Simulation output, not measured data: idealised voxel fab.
process module | voxel self aligned contacts
225 nm wide, 5 nm square cells: that's cross-section cut.
Cross-sections here: square-cell grids, written as top-down lists of bands, a band being one or more rows of cells.
Look at the band entry: it leads with the top's height and the bottom's height in nm. Then it lists the materials left to right, with a width in nm for each. The word "throughout" on a single material says that material fills the band edge to edge. The word "empty" is empty space.
Height is counted from the level 0, under which the received wafer is composed throughout of one material. The lowest of the bands is not closed at the bottom but continues downward, in the notation "0 -> down".
So if you see something like "30..40" for the width, read it as the top row of the band sitting at the first number and the bottom row at the second, with every row in between moving by the same amount as the last.
For the purposes of this document, the phrase "remained unchanged" attached to a step denotes that no cell within the cross-section was modified by that step.
Listed in "Enclosed void catalog": every empty space of 8 or more cells without an open way to the top. Form: width x height at distance, the distance being from the left edge, all in nm.
Read whatever lies past the settings on a step's line as the simulator's own remark about the step.
overlay nm: mask offset rightward from planned place, masked step; negative means leftward offset.

Set out below are the planned steps of the process
1 op RECEIVE | material Si
2 op OXIDIZE | depth nm 5
3 op DIRECTIONAL_DEP | material polySi | thk nm 25
4 op DIRECTIONAL_DEP | material SiN | thk nm 25
5 op DIRECTIONAL_DEP | material aC | thk nm 10
6 op PATTERN | tone cover | mask id GATE | material resist | width nm 35 | pitch nm 80 | thk nm 25 | overlay nm 0
7 op DIRECTIONAL_ETCH | etch materials aC | depth nm 10
8 op STRIP | etch materials resist
9 op DIRECTIONAL_ETCH | etch materials SiN | depth nm 25
10 op DIRECTIONAL_ETCH | etch materials polySi | depth nm 25
11 op STRIP | etch materials aC
12 op CONFORMAL_DEP | material SiN | thk nm 10
13 op DIRECTIONAL_ETCH | etch materials SiN | depth nm 10
14 op FILL_DEP | material SiO2 | thk nm 15
15 op CMP | height nm 60
16 op MASKED_ETCH | tone open | mask id CONTACT | width nm 65 | pitch nm 80 | etch materials SiO2 | depth nm 65 | overlay nm 0
17 op CONFORMAL_DEP | material TiN | thk nm 5
18 op FILL_DEP | material W | thk nm 10
19 op CMP | height nm 60
20 op CONFORMAL_DEP | material SiCN | thk nm 5

On the first of the two wafers: run conducted according to plan

This is the cross-section of the wafer as we received it, i.e. after step 1
* 0 -> down: Si throughout
* Enclosed void catalog: none

After step 2, in cross-section
* 0 -> -5: SiO2 throughout
* Beneath the level -5, the cross-section is identical to its previous state.

After step 3, in cross-section
* 25 -> 0: polySi throughout
* Beneath the level 0, the cross-section is identical to its previous state.

After step 4, in cross-section
* 50 -> 25: SiN throughout
* Beneath the level 25, the cross-section is identical to its previous state.

After step 5, in cross-section
* 60 -> 50: aC throughout
* Beneath the level 50, the cross-section is identical to its previous state.

After step 6, in cross-section
* 85 -> 60: empty 15 nm  resist 35 nm  empty 45 nm  resist 35 nm  empty 45 nm  resist 35 nm  empty 15 nm
* Beneath the level 60, the cross-section is identical to its previous state.

After step 7, in cross-section
* 75 -> 60: empty 15 nm  resist 35 nm  empty 45 nm  resist 35 nm  empty 45 nm  resist 35 nm  empty 15 nm
* 60 -> 50: empty 15 nm  aC 35 nm  empty 45 nm  aC 35 nm  empty 45 nm  aC 35 nm  empty 15 nm
* Beneath the level 50, the cross-section is identical to its previous state.

After step 8, in cross-section
* 60 -> 50: empty 15 nm  aC 35 nm  empty 45 nm  aC 35 nm  empty 45 nm  aC 35 nm  empty 15 nm
* Beneath the level 50, the cross-section is identical to its previous state.

After step 9, in cross-section
* 60 -> 50: empty 15 nm  aC 35 nm  empty 45 nm  aC 35 nm  empty 45 nm  aC 35 nm  empty 15 nm
* 50 -> 25: empty 15 nm  SiN 35 nm  empty 45 nm  SiN 35 nm  empty 45 nm  SiN 35 nm  empty 15 nm
* Beneath the level 25, the cross-section is identical to its previous state.

After step 10, in cross-section
* 60 -> 50: empty 15 nm  aC 35 nm  empty 45 nm  aC 35 nm  empty 45 nm  aC 35 nm  empty 15 nm
* 50 -> 25: empty 15 nm  SiN 35 nm  empty 45 nm  SiN 35 nm  empty 45 nm  SiN 35 nm  empty 15 nm
* 25 -> 0: empty 15 nm  polySi 35 nm  empty 45 nm  polySi 35 nm  empty 45 nm  polySi 35 nm  empty 15 nm
* Beneath the level 0, the cross-section is identical to its previous state.

After step 11, in cross-section
* 50 -> 25: empty 15 nm  SiN 35 nm  empty 45 nm  SiN 35 nm  empty 45 nm  SiN 35 nm  empty 15 nm
* Beneath the level 25, the cross-section is identical to its previous state.

After step 12, in cross-section
* 60 -> 25: empty 5 nm  SiN 55 nm  empty 25 nm  SiN 55 nm  empty 25 nm  SiN 55 nm  empty 5 nm
* 25 -> 10: empty 5 nm  SiN 10 nm  polySi 35 nm  SiN 10 nm  empty 25 nm  SiN 10 nm  polySi 35 nm  SiN 10 nm  empty 25 nm  SiN 10 nm  polySi 35 nm  SiN 10 nm  empty 5 nm
* 10 -> 0: SiN 15 nm  polySi 35 nm  SiN 45 nm  polySi 35 nm  SiN 45 nm  polySi 35 nm  SiN 15 nm
* Beneath the level 0, the cross-section is identical to its previous state.

After step 13, in cross-section
* 50 -> 25: empty 5 nm  SiN 55 nm  empty 25 nm  SiN 55 nm  empty 25 nm  SiN 55 nm  empty 5 nm
* 25 -> 0: empty 5 nm  SiN 10 nm  polySi 35 nm  SiN 10 nm  empty 25 nm  SiN 10 nm  polySi 35 nm  SiN 10 nm  empty 25 nm  SiN 10 nm  polySi 35 nm  SiN 10 nm  empty 5 nm
* Beneath the level 0, the cross-section is identical to its previous state.

After step 14, in cross-section
* 65 -> 50: SiO2 throughout
* 50 -> 25: SiO2 5 nm  SiN 55 nm  SiO2 25 nm  SiN 55 nm  SiO2 25 nm  SiN 55 nm  SiO2 5 nm
* 25 -> 0: SiO2 5 nm  SiN 10 nm  polySi 35 nm  SiN 10 nm  SiO2 25 nm  SiN 10 nm  polySi 35 nm  SiN 10 nm  SiO2 25 nm  SiN 10 nm  polySi 35 nm  SiN 10 nm  SiO2 5 nm
* Beneath the level 0, the cross-section is identical to its previous state.

After step 15, in cross-section
* 60 -> 50: SiO2 throughout
* Beneath the level 50, the cross-section is identical to its previous state.

After step 16, in cross-section
* 60 -> 50: SiO2 40 nm  empty 65 nm  SiO2 15 nm  empty 65 nm  SiO2 40 nm
* 50 -> 25: SiO2 5 nm  SiN 55 nm  empty 25 nm  SiN 55 nm  empty 25 nm  SiN 55 nm  SiO2 5 nm
* 25 -> 0: SiO2 5 nm  SiN 10 nm  polySi 35 nm  SiN 10 nm  empty 25 nm  SiN 10 nm  polySi 35 nm  SiN 10 nm  empty 25 nm  SiN 10 nm  polySi 35 nm  SiN 10 nm  SiO2 5 nm
* 0 -> -5: SiO2 60 nm  empty 25 nm  SiO2 55 nm  empty 25 nm  SiO2 60 nm
* Beneath the level -5, the cross-section is identical to its previous state.

After step 17, in cross-section
* 65 -> 60: TiN 45 nm  empty 55 nm  TiN 25 nm  empty 55 nm  TiN 45 nm
* 60 -> 50: SiO2 40 nm  TiN 5..25 nm  empty 55..15 nm  TiN 5..25 nm  SiO2 15 nm  TiN 5..25 nm  empty 55..15 nm  TiN 5..25 nm  SiO2 40 nm
* 50 -> 25: SiO2 5 nm  SiN 55 nm  TiN 5 nm  empty 15 nm  TiN 5 nm  SiN 55 nm  TiN 5 nm  empty 15 nm  TiN 5 nm  SiN 55 nm  SiO2 5 nm
* 25 -> 0: SiO2 5 nm  SiN 10 nm  polySi 35 nm  SiN 10 nm  TiN 5 nm  empty 15 nm  TiN 5 nm  SiN 10 nm  polySi 35 nm  SiN 10 nm  TiN 5 nm  empty 15 nm  TiN 5 nm  SiN 10 nm  polySi 35 nm  SiN 10 nm  SiO2 5 nm
* 0 -> -5: SiO2 60 nm  TiN 25 nm  SiO2 55 nm  TiN 25 nm  SiO2 60 nm
* Beneath the level -5, the cross-section is identical to its previous state.

After step 18, in cross-section
* 75 -> 65: W throughout
* 65 -> 60: TiN 45 nm  W 55 nm  TiN 25 nm  W 55 nm  TiN 45 nm
* 60 -> 50: SiO2 40 nm  TiN 5..25 nm  W 55..15 nm  TiN 5..25 nm  SiO2 15 nm  TiN 5..25 nm  W 55..15 nm  TiN 5..25 nm  SiO2 40 nm
* 50 -> 25: SiO2 5 nm  SiN 55 nm  TiN 5 nm  W 15 nm  TiN 5 nm  SiN 55 nm  TiN 5 nm  W 15 nm  TiN 5 nm  SiN 55 nm  SiO2 5 nm
* 25 -> 0: SiO2 5 nm  SiN 10 nm  polySi 35 nm  SiN 10 nm  TiN 5 nm  W 15 nm  TiN 5 nm  SiN 10 nm  polySi 35 nm  SiN 10 nm  TiN 5 nm  W 15 nm  TiN 5 nm  SiN 10 nm  polySi 35 nm  SiN 10 nm  SiO2 5 nm
* Beneath the level 0, the cross-section is identical to its previous state.

After step 19, in cross-section
* 60 -> 50: SiO2 40 nm  TiN 5..25 nm  W 55..15 nm  TiN 5..25 nm  SiO2 15 nm  TiN 5..25 nm  W 55..15 nm  TiN 5..25 nm  SiO2 40 nm
* Beneath the level 50, the cross-section is identical to its previous state.

After step 20, in cross-section
* 65 -> 60: SiCN throughout
* Beneath the level 60, the cross-section is identical to its previous state.

Wafer two of two - same starting point, same process plan, one mistake in execution; matches wafer one up to and including step 2

Second wafer, section view, time point: scheduled end of step 3
* 50 -> 0: polySi throughout
* Beneath the level 0, the cross-section is identical to its previous state.

Second wafer, section view, time point: scheduled end of step 4
* 75 -> 50: SiN throughout
* Beneath the level 50, the cross-section is identical to its previous state.

Second wafer, section view, time point: scheduled end of step 5
* 85 -> 75: aC throughout
* Beneath the level 75, the cross-section is identical to its previous state.

Second wafer, section view, time point: scheduled end of step 6
* 110 -> 85: empty 15 nm  resist 35 nm  empty 45 nm  resist 35 nm  empty 45 nm  resist 35 nm  empty 15 nm
* Beneath the level 85, the cross-section is identical to its previous state.

Second wafer, section view, time point: scheduled end of step 7
* 100 -> 85: empty 15 nm  resist 35 nm  empty 45 nm  resist 35 nm  empty 45 nm  resist 35 nm  empty 15 nm
* 85 -> 75: empty 15 nm  aC 35 nm  empty 45 nm  aC 35 nm  empty 45 nm  aC 35 nm  empty 15 nm
* Beneath the level 75, the cross-section is identical to its previous state.

Second wafer, section view, time point: scheduled end of step 8
* 85 -> 75: empty 15 nm  aC 35 nm  empty 45 nm  aC 35 nm  empty 45 nm  aC 35 nm  empty 15 nm
* Beneath the level 75, the cross-section is identical to its previous state.

Second wafer, section view, time point: scheduled end of step 9
* 85 -> 75: empty 15 nm  aC 35 nm  empty 45 nm  aC 35 nm  empty 45 nm  aC 35 nm  empty 15 nm
* 75 -> 50: empty 15 nm  SiN 35 nm  empty 45 nm  SiN 35 nm  empty 45 nm  SiN 35 nm  empty 15 nm
* Beneath the level 50, the cross-section is identical to its previous state.

Second wafer, section view, time point: scheduled end of step 10
* 85 -> 75: empty 15 nm  aC 35 nm  empty 45 nm  aC 35 nm  empty 45 nm  aC 35 nm  empty 15 nm
* 75 -> 50: empty 15 nm  SiN 35 nm  empty 45 nm  SiN 35 nm  empty 45 nm  SiN 35 nm  empty 15 nm
* 50 -> 25: empty 15 nm  polySi 35 nm  empty 45 nm  polySi 35 nm  empty 45 nm  polySi 35 nm  empty 15 nm
* Beneath the level 25, the cross-section is identical to its previous state.

Second wafer, section view, time point: scheduled end of step 11
* 75 -> 50: empty 15 nm  SiN 35 nm  empty 45 nm  SiN 35 nm  empty 45 nm  SiN 35 nm  empty 15 nm
* Beneath the level 50, the cross-section is identical to its previous state.

Second wafer, section view, time point: scheduled end of step 12
* 85 -> 50: empty 5 nm  SiN 55 nm  empty 25 nm  SiN 55 nm  empty 25 nm  SiN 55 nm  empty 5 nm
* 50 -> 35: empty 5 nm  SiN 10 nm  polySi 35 nm  SiN 10 nm  empty 25 nm  SiN 10 nm  polySi 35 nm  SiN 10 nm  empty 25 nm  SiN 10 nm  polySi 35 nm  SiN 10 nm  empty 5 nm
* 35 -> 25: SiN 15 nm  polySi 35 nm  SiN 45 nm  polySi 35 nm  SiN 45 nm  polySi 35 nm  SiN 15 nm
* Beneath the level 25, the cross-section is identical to its previous state.

Second wafer, section view, time point: scheduled end of step 13
* 75 -> 50: empty 5 nm  SiN 55 nm  empty 25 nm  SiN 55 nm  empty 25 nm  SiN 55 nm  empty 5 nm
* 50 -> 25: empty 5 nm  SiN 10 nm  polySi 35 nm  SiN 10 nm  empty 25 nm  SiN 10 nm  polySi 35 nm  SiN 10 nm  empty 25 nm  SiN 10 nm  polySi 35 nm  SiN 10 nm  empty 5 nm
* Beneath the level 25, the cross-section is identical to its previous state.

Second wafer, section view, time point: scheduled end of step 14
* 90 -> 75: SiO2 throughout
* 75 -> 50: SiO2 5 nm  SiN 55 nm  SiO2 25 nm  SiN 55 nm  SiO2 25 nm  SiN 55 nm  SiO2 5 nm
* 50 -> 25: SiO2 5 nm  SiN 10 nm  polySi 35 nm  SiN 10 nm  SiO2 25 nm  SiN 10 nm  polySi 35 nm  SiN 10 nm  SiO2 25 nm  SiN 10 nm  polySi 35 nm  SiN 10 nm  SiO2 5 nm
* Beneath the level 25, the cross-section is identical to its previous state.

Second wafer, section view, time point: scheduled end of step 15
* 60 -> 50: SiO2 5 nm  SiN 55 nm  SiO2 25 nm  SiN 55 nm  SiO2 25 nm  SiN 55 nm  SiO2 5 nm
* Beneath the level 50, the cross-section is identical to its previous state.

Second wafer, section view, time point: scheduled end of step 16
* 60 -> 50: SiO2 5 nm  SiN 55 nm  empty 25 nm  SiN 55 nm  empty 25 nm  SiN 55 nm  SiO2 5 nm
* 50 -> 25: SiO2 5 nm  SiN 10 nm  polySi 35 nm  SiN 10 nm  empty 25 nm  SiN 10 nm  polySi 35 nm  SiN 10 nm  empty 25 nm  SiN 10 nm  polySi 35 nm  SiN 10 nm  SiO2 5 nm
* Beneath the level 25, the cross-section is identical to its previous state.

Second wafer, section view, time point: scheduled end of step 17
* 65 -> 60: TiN 65 nm  empty 15 nm  TiN 65 nm  empty 15 nm  TiN 65 nm
* 60 -> 50: SiO2 5 nm  SiN 55 nm  TiN 5 nm  empty 15 nm  TiN 5 nm  SiN 55 nm  TiN 5 nm  empty 15 nm  TiN 5 nm  SiN 55 nm  SiO2 5 nm
* 50 -> 30: SiO2 5 nm  SiN 10 nm  polySi 35 nm  SiN 10 nm  TiN 5 nm  empty 15 nm  TiN 5 nm  SiN 10 nm  polySi 35 nm  SiN 10 nm  TiN 5 nm  empty 15 nm  TiN 5 nm  SiN 10 nm  polySi 35 nm  SiN 10 nm  SiO2 5 nm
* 30 -> 25: SiO2 5 nm  SiN 10 nm  polySi 35 nm  SiN 10 nm  TiN 25 nm  SiN 10 nm  polySi 35 nm  SiN 10 nm  TiN 25 nm  SiN 10 nm  polySi 35 nm  SiN 10 nm  SiO2 5 nm
* Beneath the level 25, the cross-section is identical to its previous state.

Second wafer, section view, time point: scheduled end of step 18
* 75 -> 65: W throughout
* 65 -> 60: TiN 65 nm  W 15 nm  TiN 65 nm  W 15 nm  TiN 65 nm
* 60 -> 50: SiO2 5 nm  SiN 55 nm  TiN 5 nm  W 15 nm  TiN 5 nm  SiN 55 nm  TiN 5 nm  W 15 nm  TiN 5 nm  SiN 55 nm  SiO2 5 nm
* 50 -> 30: SiO2 5 nm  SiN 10 nm  polySi 35 nm  SiN 10 nm  TiN 5 nm  W 15 nm  TiN 5 nm  SiN 10 nm  polySi 35 nm  SiN 10 nm  TiN 5 nm  W 15 nm  TiN 5 nm  SiN 10 nm  polySi 35 nm  SiN 10 nm  SiO2 5 nm
* Beneath the level 30, the cross-section is identical to its previous state.

Second wafer, section view, time point: scheduled end of step 19
* 60 -> 50: SiO2 5 nm  SiN 55 nm  TiN 5 nm  W 15 nm  TiN 5 nm  SiN 55 nm  TiN 5 nm  W 15 nm  TiN 5 nm  SiN 55 nm  SiO2 5 nm
* Beneath the level 50, the cross-section is identical to its previous state.

Second wafer, section view, time point: scheduled end of step 20
* 65 -> 60: SiCN throughout
* Beneath the level 60, the cross-section is identical to its previous state.
Deviation noted in wafer processing: step 3 of the plan was executed twice over
FYI, end of process, the second wafer has more or fewer cells of some materials than the first: -99 SiN; -34 SiO2; -40 TiN; -52 W; +225 polySi
